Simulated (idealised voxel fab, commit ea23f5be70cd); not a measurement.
process module | voxel wiring stack
cross-section cut | 230 nm wide | cells 5 nm
A cross-section is a grid of square cells, given in bands from the top down. A band is one or more rows of cells.
Each band's line starts with the height of the band's top and of its bottom, in nm. Then come its materials from left to right, each with its width in nm. One material with "throughout" fills the band from edge to edge. "air" is empty space.
Height 0 is the level under which the wafer as received is all one material. The lowest band goes on downwards, as in "0 down".
A width such as "30 to 40" changes by the same amount from each row of cells to the next, from the band's top row to its bottom row.
"no change" after a step means that no cell of the cross-section changed.
closed voids: empty space of 8 cells or more with no open way to the top, each as width x height at its distance from the left edge, in nm
after a step's settings: what the simulator itself notes on the step
overlay nm, on a step with a mask: how far to the right of its planned place the mask lay; to the left if negative
Each pair below shows a cross-section before one step and the cross-section after it, down to the lowest band that changed. The line under each pair gives the step between them, with its settings. The pairs can come from different runs of this module on the same starting wafer, so a pair continues from the pair above only where its "before" says so.
before
  80 to 50: lowk throughout
  50 to 45: SiCN throughout
  45 to 40: SiCN 80 | Ru 20 | SiCN 30 | Ru 20 | SiCN 80
  40 to 20: SiO2 80 | SiN 5 | W 10 | SiN 5 | SiO2 30 | SiN 5 | W 10 | SiN 5 | SiO2 80
  20 to 15: SiN throughout
  15 to 0: SiO2 throughout
  0 down: Si throughout
  closed voids: none
after
  80 to 50: lowk 80 | air 15 | lowk 35 | air 15 | lowk 85
  below 50: unchanged
  closed voids: none
the step between: op MASKED_ETCH | tone open | mask id METAL_2_HOLES | width nm 15 | pitch nm 50 | etch materials lowk | depth nm 30 | overlay nm 0
before: the cross-section after the pair above
after
  80 to 65: lowk 80 | air 20 | lowk 30 | air 20 | lowk 80
  below 65: unchanged
  closed voids: none
the step between: op MASKED_ETCH | tone open | mask id METAL_2 | width nm 20 | pitch nm 50 | etch materials lowk | depth nm 15 | overlay nm 0
before: the cross-section after the pair above
after
  80 to 65: lowk 80 | air 20 | lowk 30 | air 20 | lowk 80
  65 to 50: lowk 80 | air 15 | lowk 35 | air 15 | lowk 85
  50 to 45: SiCN 80 | air 15 | SiCN 35 | air 15 | SiCN 85
  below 45: unchanged
  closed voids: none
the step between: op MASKED_ETCH | tone open | mask id METAL_2 | width nm 20 | pitch nm 50 | etch materials SiCN | depth nm 5 | overlay nm 0
before: the cross-section after the pair above
after
  85 to 80: TiN 85 | air 10 | TiN 40 | air 10 | TiN 85
  80 to 70: lowk 80 | TiN 5 | air 10 | TiN 5 | lowk 30 | TiN 5 | air 10 | TiN 5 | lowk 80
  70 to 65: lowk 80 | TiN 5 | air 5 | TiN 10 | lowk 30 | TiN 5 | air 5 | TiN 10 | lowk 80
  65 to 50: lowk 80 | TiN 5 | air 5 | TiN 5 | lowk 35 | TiN 5 | air 5 | TiN 5 | lowk 85
  50 to 45: SiCN 80 | TiN 15 | SiCN 35 | TiN 15 | SiCN 85
  below 45: unchanged
  closed voids: none
the step between: op CONFORMAL_DEP | material TiN | thk nm 5
before: the cross-section after the pair above
after
  90 to 85: Cu throughout
  85 to 80: TiN 85 | Cu 10 | TiN 40 | Cu 10 | TiN 85
  80 to 70: lowk 80 | TiN 5 | Cu 10 | TiN 5 | lowk 30 | TiN 5 | Cu 10 | TiN 5 | lowk 80
  70 to 65: lowk 80 | TiN 5 | Cu 5 | TiN 10 | lowk 30 | TiN 5 | Cu 5 | TiN 10 | lowk 80
  65 to 50: lowk 80 | TiN 5 | Cu 5 | TiN 5 | lowk 35 | TiN 5 | Cu 5 | TiN 5 | lowk 85
  below 50: unchanged
  closed voids: none
the step between: op FILL_DEP | material Cu | thk nm 5
before: the cross-section after the pair above
after
  80 to 70: lowk 80 | TiN 5 | Cu 10 | TiN 5 | lowk 30 | TiN 5 | Cu 10 | TiN 5 | lowk 80
  below 70: unchanged
  closed voids: none
the step between: op CMP | height nm 80
before: the cross-section after the pair above
after
  85 to 80: SiCN throughout
  below 80: unchanged
  closed voids: none
the step between: op CONFORMAL_DEP | material SiCN | thk nm 5
before: the cross-section after the pair above
after
  110 to 85: lowk throughout
  below 85: unchanged
  closed voids: none
the step between: op DIRECTIONAL_DEP | material lowk | thk nm 25
before: the cross-section after the pair above
after
  130 to 110: resist 80 | air 20 | resist 30 | air 20 | resist 80
  below 110: unchanged
  closed voids: none
the step between: op PATTERN | tone open | mask id METAL_3 | material resist | width nm 20 | pitch nm 50 | thk nm 20 | overlay nm 0
before: the cross-section after the pair above
after
  130 to 110: resist 80 | air 20 | resist 30 | air 20 | resist 80
  110 to 95: lowk 80 | air 20 | lowk 30 | air 20 | lowk 80
  below 95: unchanged
  closed voids: none
the step between: op DIRECTIONAL_ETCH | etch materials lowk | depth nm 15
before: the cross-section after the pair above
after
  110 to 95: lowk 80 | air 20 | lowk 30 | air 20 | lowk 80
  below 95: unchanged
  closed voids: none
the step between: op STRIP | etch materials resist
before: the cross-section after the pair above
after
  130 to 110: resist 80 | air 15 | resist 35 | air 15 | resist 85
  110 to 95: lowk 80 | air 15 | resist 5 | lowk 30 | air 15 | resist 5 | lowk 80
  below 95: unchanged
  closed voids: none
the step between: op PATTERN | tone open | mask id METAL_3_HOLES | material resist | width nm 15 | pitch nm 50 | thk nm 20 | overlay nm 0
before: the cross-section after the pair above
after
  130 to 110: resist 80 | air 15 | resist 35 | air 15 | resist 85
  110 to 95: lowk 80 | air 15 | resist 5 | lowk 30 | air 15 | resist 5 | lowk 80
  95 to 85: lowk 80 | air 15 | lowk 35 | air 15 | lowk 85
  below 85: unchanged
  closed voids: none
the step between: op DIRECTIONAL_ETCH | etch materials lowk | depth nm 10
before: the cross-section after the pair above
after
  130 to 110: resist 80 | air 15 | resist 35 | air 15 | resist 85
  110 to 95: lowk 80 | air 15 | resist 5 | lowk 30 | air 15 | resist 5 | lowk 80
  95 to 85: lowk 80 | air 15 | lowk 35 | air 15 | lowk 85
  85 to 80: SiCN 80 | air 15 | SiCN 35 | air 15 | SiCN 85
  below 80: unchanged
  closed voids: none
the step between: op DIRECTIONAL_ETCH | etch materials SiCN | depth nm 5
before: the cross-section after the pair above
after
  110 to 95: lowk 80 | air 20 | lowk 30 | air 20 | lowk 80
  below 95: unchanged
  closed voids: none
the step between: op STRIP | etch materials resist
before: the cross-section after the pair above
after
  115 to 110: TiN 85 | air 10 | TiN 40 | air 10 | TiN 85
  110 to 100: lowk 80 | TiN 5 | air 10 | TiN 5 | lowk 30 | TiN 5 | air 10 | TiN 5 | lowk 80
  100 to 95: lowk 80 | TiN 5 | air 5 | TiN 10 | lowk 30 | TiN 5 | air 5 | TiN 10 | lowk 80
  95 to 85: lowk 80 | TiN 5 | air 5 | TiN 5 | lowk 35 | TiN 5 | air 5 | TiN 5 | lowk 85
  85 to 80: SiCN 80 | TiN 15 | SiCN 35 | TiN 15 | SiCN 85
  below 80: unchanged
  closed voids: none
the step between: op CONFORMAL_DEP | material TiN | thk nm 5
before: the cross-section after the pair above
after
  125 to 115: Ru throughout
  115 to 110: TiN 85 | Ru 10 | TiN 40 | Ru 10 | TiN 85
  110 to 100: lowk 80 | TiN 5 | Ru 10 | TiN 5 | lowk 30 | TiN 5 | Ru 10 | TiN 5 | lowk 80
  100 to 95: lowk 80 | TiN 5 | Ru 5 | TiN 10 | lowk 30 | TiN 5 | Ru 5 | TiN 10 | lowk 80
  95 to 85: lowk 80 | TiN 5 | Ru 5 | TiN 5 | lowk 35 | TiN 5 | Ru 5 | TiN 5 | lowk 85
  below 85: unchanged
  closed voids: none
the step between: op FILL_DEP | material Ru | thk nm 10
before: the cross-section after the pair above
after
  110 to 100: lowk 80 | TiN 5 | Ru 10 | TiN 5 | lowk 30 | TiN 5 | Ru 10 | TiN 5 | lowk 80
  below 100: unchanged
  closed voids: none
the step between: op CMP | height nm 110
before: the cross-section after the pair above
after
  115 to 110: SiN throughout
  below 110: unchanged
  closed voids: none
the step between: op CONFORMAL_DEP | material SiN | thk nm 5
before
  110 to 85: lowk throughout
  85 to 80: SiCN throughout
  80 to 70: lowk 80 | TiN 5 | Cu 10 | TiN 5 | lowk 30 | TiN 5 | Cu 10 | TiN 5 | lowk 80
  70 to 65: lowk 80 | TiN 5 | Cu 5 | TiN 10 | lowk 30 | TiN 5 | Cu 5 | TiN 10 | lowk 80
  65 to 50: lowk 80 | TiN 5 | Cu 5 | TiN 5 | lowk 35 | TiN 5 | Cu 5 | TiN 5 | lowk 85
  50 to 45: SiCN 80 | TiN 15 | SiCN 35 | TiN 15 | SiCN 85
  45 to 40: SiCN 75 | Ru 30 | SiCN 20 | Ru 30 | SiCN 75
  40 to 20: SiO2 80 | TiN 5 | W 10 | TiN 5 | SiO2 30 | TiN 5 | W 10 | TiN 5 | SiO2 80
  20 to 15: SiN 80 | TiN 20 | SiN 30 | TiN 20 | SiN 80
  15 to 0: SiO2 throughout
  0 down: Si throughout
  closed voids: none
after
  130 to 110: air 80 | resist 20 | air 30 | resist 20 | air 80
  below 110: unchanged
  closed voids: none
the step between: op PATTERN | tone cover | mask id METAL_3 | material resist | width nm 20 | pitch nm 50 | thk nm 20 | overlay nm 0
before: the cross-section after the pair above
after
  130 to 110: air 80 | resist 20 | air 30 | resist 20 | air 80
  110 to 95: air 80 | lowk 20 | air 30 | lowk 20 | air 80
  below 95: unchanged
  closed voids: none
the step between: op DIRECTIONAL_ETCH | etch materials lowk | depth nm 15
before: the cross-section after the pair above
after
  110 to 95: air 80 | lowk 20 | air 30 | lowk 20 | air 80
  below 95: unchanged
  closed voids: none
the step between: op STRIP | etch materials resist
before: the cross-section after the pair above
after
  130 to 110: resist 80 | air 15 | resist 35 | air 15 | resist 85
  110 to 95: resist 80 | lowk 20 | resist 30 | lowk 20 | resist 80
  below 95: unchanged
  closed voids: none
the step between: op PATTERN | tone open | mask id METAL_3_HOLES | material resist | width nm 15 | pitch nm 50 | thk nm 20 | overlay nm 0
before: the cross-section after the pair above
after
  130 to 110: resist 80 | air 15 | resist 35 | air 15 | resist 85
  110 to 100: resist 80 | air 15 | lowk 5 | resist 30 | air 15 | lowk 5 | resist 80
  below 100: unchanged
  closed voids: none
the step between: op DIRECTIONAL_ETCH | etch materials lowk | depth nm 10
before: the cross-section after the pair above
after
  110 to 100: air 95 | lowk 5 | air 45 | lowk 5 | air 80
  100 to 95: air 80 | lowk 20 | air 30 | lowk 20 | air 80
  below 95: unchanged
  closed voids: none
the step between: op STRIP | etch materials resist
before: the cross-section after the pair above
after
  115 to 110: air 90 | TiN 15 | air 35 | TiN 15 | air 75
  110 to 100: air 90 to 75 | TiN 5 to 20 | lowk 5 | TiN 5 | air 35 to 20 | TiN 5 to 20 | lowk 5 | TiN 5 | air 75
  100 to 95: TiN 80 | lowk 20 | TiN 30 | lowk 20 | TiN 80
  below 95: unchanged
  closed voids: none
the step between: op CONFORMAL_DEP | material TiN | thk nm 5
before: the cross-section after the pair above
after
  125 to 115: Ru throughout
  115 to 110: Ru 90 | TiN 15 | Ru 35 | TiN 15 | Ru 75
  110 to 100: Ru 90 to 75 | TiN 5 to 20 | lowk 5 | TiN 5 | Ru 35 to 20 | TiN 5 to 20 | lowk 5 | TiN 5 | Ru 75
  below 100: unchanged
  closed voids: none
the step between: op FILL_DEP | material Ru | thk nm 10
before: the cross-section after the pair above
after
  110 to 100: Ru 90 to 75 | TiN 5 to 20 | lowk 5 | TiN 5 | Ru 35 to 20 | TiN 5 to 20 | lowk 5 | TiN 5 | Ru 75
  below 100: unchanged
  closed voids: none
the step between: op CMP | height nm 110
before: the cross-section after the pair above
after
  115 to 110: SiN throughout
  below 110: unchanged
  closed voids: none
the step between: op CONFORMAL_DEP | material SiN | thk nm 5
